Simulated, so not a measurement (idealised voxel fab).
The following is a process module called voxel gate over fins.
Displayed cross-section: cut, width of 155 nm, square cells sized 5 nm.
How to read a cross-section here: the picture is a grid of square cells, written as bands going from the top down, and any band can span one or more rows of cells.
Quick guide to a band line: top height, bottom height (nm) up front; then every material left to right with its width in nm. Only one material and it's marked "full width"? Then it fills the band edge to edge. And "empty" just means empty space.
The level at which height equals 0 is the one under which the wafer, as it arrives, is entirely one material. No lower edge exists for the bottom band, which continues downward and is notated as in "from 0 down".
With a width like "30->40", each row of cells in the band differs from the next by the same amount, the top row carrying the first number and the bottom row the second.
Where the words "all unchanged" appear for a step, the cross-section shows no cell changed by that step; every cell remained as before.
Closed-off voids of 8+ cells (no open route to the top) go in "Closed-off voids", written width x height at distance from the left edge, in nm.
Past the settings on a step's line: simulator remark, on that step.
You can add "overlay nm" to a step's line. For a step with a mask, it describes how far the mask lay to the right of its planned position, and a negative number describes a lay to the left.
[List of planned process steps]
| 1 | RECEIVE | material Si |
| 2 | CONFORMAL_DEP | material SiN | thk nm 10 |
| 3 | DIRECTIONAL_DEP | material aC | thk nm 10 |
| 4 | PATTERN | tone cover | mask id FINS | material resist | width nm 15 | pitch nm 35 | thk nm 30 | overlay nm 0 |
| 5 | DIRECTIONAL_ETCH | etch materials aC | depth nm 10 |
| 6 | STRIP | etch materials resist |
| 7 | DIRECTIONAL_ETCH | etch materials SiN | depth nm 10 |
| 8 | DIRECTIONAL_ETCH | etch materials Si | depth nm 40 |
| 9 | STRIP | etch materials aC |
| 10 | FILL_DEP | material SiO2 | thk nm 10 |
| 11 | CMP | height nm 10 |
| 12 | SELECTIVE_ETCH | etch materials SiO2 | depth nm 20 |
| 13 | STRIP | etch materials SiN |
| 14 | CONFORMAL_DEP | material HfO2 | thk nm 5 |
| 15 | CONFORMAL_DEP | material TiN | thk nm 5 |
| 16 | CONFORMAL_DEP | material TiAl | thk nm 5 |
| 17 | CONFORMAL_DEP | material TiN | thk nm 5 |
| 18 | FILL_DEP | material W | thk nm 15 |
| 19 | CMP | height nm 30 |
| 20 | CONFORMAL_DEP | material SiN | thk nm 5 |
[First of two wafers, processed according to plan]
[Incoming wafer in cross-section (state: after step 1)]
    from 0 down  Si full width
    Closed-off voids: none
[So this is the wafer cross-section right after step 2]
    from 10 to 0  SiN full width
    At heights below 0, the structure remains unaltered.
[So this is the wafer cross-section right after step 3]
    from 20 to 10  aC full width
    At heights below 10, the structure remains unaltered.
[So this is the wafer cross-section right after step 4]
    from 50 to 20  35 of empty / 15 of resist / 20 of empty / 15 of resist / 20 of empty / 15 of resist / 35 of empty
    At heights below 20, the structure remains unaltered.
[So this is the wafer cross-section right after step 5]
    from 40 to 20  35 of empty / 15 of resist / 20 of empty / 15 of resist / 20 of empty / 15 of resist / 35 of empty
    from 20 to 10  35 of empty / 15 of aC / 20 of empty / 15 of aC / 20 of empty / 15 of aC / 35 of empty
    At heights below 10, the structure remains unaltered.
[So this is the wafer cross-section right after step 6]
    from 20 to 10  35 of empty / 15 of aC / 20 of empty / 15 of aC / 20 of empty / 15 of aC / 35 of empty
    At heights below 10, the structure remains unaltered.
[So this is the wafer cross-section right after step 7]
    from 20 to 10  35 of empty / 15 of aC / 20 of empty / 15 of aC / 20 of empty / 15 of aC / 35 of empty
    from 10 to 0  35 of empty / 15 of SiN / 20 of empty / 15 of SiN / 20 of empty / 15 of SiN / 35 of empty
    At heights below 0, the structure remains unaltered.
[So this is the wafer cross-section right after step 8]
    from 20 to 10  35 of empty / 15 of aC / 20 of empty / 15 of aC / 20 of empty / 15 of aC / 35 of empty
    from 10 to 0  35 of empty / 15 of SiN / 20 of empty / 15 of SiN / 20 of empty / 15 of SiN / 35 of empty
    from 0 to -40  35 of empty / 15 of Si / 20 of empty / 15 of Si / 20 of empty / 15 of Si / 35 of empty
    At heights below -40, the structure remains unaltered.
[So this is the wafer cross-section right after step 9]
    from 10 to 0  35 of empty / 15 of SiN / 20 of empty / 15 of SiN / 20 of empty / 15 of SiN / 35 of empty
    At heights below 0, the structure remains unaltered.
[So this is the wafer cross-section right after step 10]
    from 20 to 10  SiO2 full width
    from 10 to 0  35 of SiO2 / 15 of SiN / 20 of SiO2 / 15 of SiN / 20 of SiO2 / 15 of SiN / 35 of SiO2
    from 0 to -40  35 of SiO2 / 15 of Si / 20 of SiO2 / 15 of Si / 20 of SiO2 / 15 of Si / 35 of SiO2
    At heights below -40, the structure remains unaltered.
[So this is the wafer cross-section right after step 11]
    from 10 to 0  35 of SiO2 / 15 of SiN / 20 of SiO2 / 15 of SiN / 20 of SiO2 / 15 of SiN / 35 of SiO2
    At heights below 0, the structure remains unaltered.
[So this is the wafer cross-section right after step 12]
    from 10 to 0  35 of empty / 15 of SiN / 20 of empty / 15 of SiN / 20 of empty / 15 of SiN / 35 of empty
    from 0 to -10  35 of empty / 15 of Si / 20 of empty / 15 of Si / 20 of empty / 15 of Si / 35 of empty
    At heights below -10, the structure remains unaltered.
[So this is the wafer cross-section right after step 13]
    from 0 to -10  35 of empty / 15 of Si / 20 of empty / 15 of Si / 20 of empty / 15 of Si / 35 of empty
    At heights below -10, the structure remains unaltered.
[So this is the wafer cross-section right after step 14]
    from 5 to 0  30 of empty / 25 of HfO2 / 10 of empty / 25 of HfO2 / 10 of empty / 25 of HfO2 / 30 of empty
    from 0 to -5  30 of empty / 5 of HfO2 / 15 of Si / 5 of HfO2 / 10 of empty / 5 of HfO2 / 15 of Si / 5 of HfO2 / 10 of empty / 5 of HfO2 / 15 of Si / 5 of HfO2 / 30 of empty
    from -5 to -10  35 of HfO2 / 15 of Si / 20 of HfO2 / 15 of Si / 20 of HfO2 / 15 of Si / 35 of HfO2
    At heights below -10, the structure remains unaltered.
[So this is the wafer cross-section right after step 15]
    from 10 to 5  25 of empty / 105 of TiN / 25 of empty
    from 5 to 0  25 of empty / 5 of TiN / 25 of HfO2 / 10 of TiN / 25 of HfO2 / 10 of TiN / 25 of HfO2 / 5 of TiN / 25 of empty
    from 0 to -5  30 of TiN / 5 of HfO2 / 15 of Si / 5 of HfO2 / 10 of TiN / 5 of HfO2 / 15 of Si / 5 of HfO2 / 10 of TiN / 5 of HfO2 / 15 of Si / 5 of HfO2 / 30 of TiN
    At heights below -5, the structure remains unaltered.
[So this is the wafer cross-section right after step 16]
    from 15 to 10  20 of empty / 115 of TiAl / 20 of empty
    from 10 to 5  20 of empty / 5 of TiAl / 105 of TiN / 5 of TiAl / 20 of empty
    from 5 to 0  25 of TiAl / 5 of TiN / 25 of HfO2 / 10 of TiN / 25 of HfO2 / 10 of TiN / 25 of HfO2 / 5 of TiN / 25 of TiAl
    At heights below 0, the structure remains unaltered.
[So this is the wafer cross-section right after step 17]
    from 20 to 15  15 of empty / 125 of TiN / 15 of empty
    from 15 to 10  15 of empty / 5 of TiN / 115 of TiAl / 5 of TiN / 15 of empty
    from 10 to 5  20 of TiN / 5 of TiAl / 105 of TiN / 5 of TiAl / 20 of TiN
    At heights below 5, the structure remains unaltered.
[So this is the wafer cross-section right after step 18]
    from 35 to 20  W full width
    from 20 to 15  15 of W / 125 of TiN / 15 of W
    from 15 to 10  15 of W / 5 of TiN / 115 of TiAl / 5 of TiN / 15 of W
    At heights below 10, the structure remains unaltered.
[So this is the wafer cross-section right after step 19]
    from 30 to 20  W full width
    At heights below 20, the structure remains unaltered.
[So this is the wafer cross-section right after step 20]
    from 35 to 30  SiN full width
    At heights below 30, the structure remains unaltered.
[The Second Wafer: Common Origin and Plan, One Mistake in Execution, Identical to the First Through Step 14]
Cross-section of the second wafer at the time step 15 of the plan should have ended: all unchanged
[Cross-section of the second wafer at the time step 16 of the plan should have ended]
    from 10 to 5  25 of empty / 105 of TiAl / 25 of empty
    from 5 to 0  25 of empty / 5 of TiAl / 25 of HfO2 / 10 of TiAl / 25 of HfO2 / 10 of TiAl / 25 of HfO2 / 5 of TiAl / 25 of empty
    from 0 to -5  30 of TiAl / 5 of HfO2 / 15 of Si / 5 of HfO2 / 10 of TiAl / 5 of HfO2 / 15 of Si / 5 of HfO2 / 10 of TiAl / 5 of HfO2 / 15 of Si / 5 of HfO2 / 30 of TiAl
    At heights below -5, the structure remains unaltered.
[Cross-section of the second wafer at the time step 17 of the plan should have ended]
    from 15 to 10  20 of empty / 115 of TiN / 20 of empty
    from 10 to 5  20 of empty / 5 of TiN / 105 of TiAl / 5 of TiN / 20 of empty
    from 5 to 0  25 of TiN / 5 of TiAl / 25 of HfO2 / 10 of TiAl / 25 of HfO2 / 10 of TiAl / 25 of HfO2 / 5 of TiAl / 25 of TiN
    At heights below 0, the structure remains unaltered.
[Cross-section of the second wafer at the time step 18 of the plan should have ended]
    from 30 to 15  W full width
    from 15 to 10  20 of W / 115 of TiN / 20 of W
    from 10 to 5  20 of W / 5 of TiN / 105 of TiAl / 5 of TiN / 20 of W
    At heights below 5, the structure remains unaltered.
Cross-section of the second wafer at the time step 19 of the plan should have ended: all unchanged
[Cross-section of the second wafer at the time step 20 of the plan should have ended]
    from 35 to 30  SiN full width
    At heights below 30, the structure remains unaltered.
Deviation noted in wafer processing: execution of step 15 of the plan did not take place, the step having been omitted
The second wafer ends with more or fewer cells of some materials than the first, per final count: TiAl +8, TiN -43, W +35
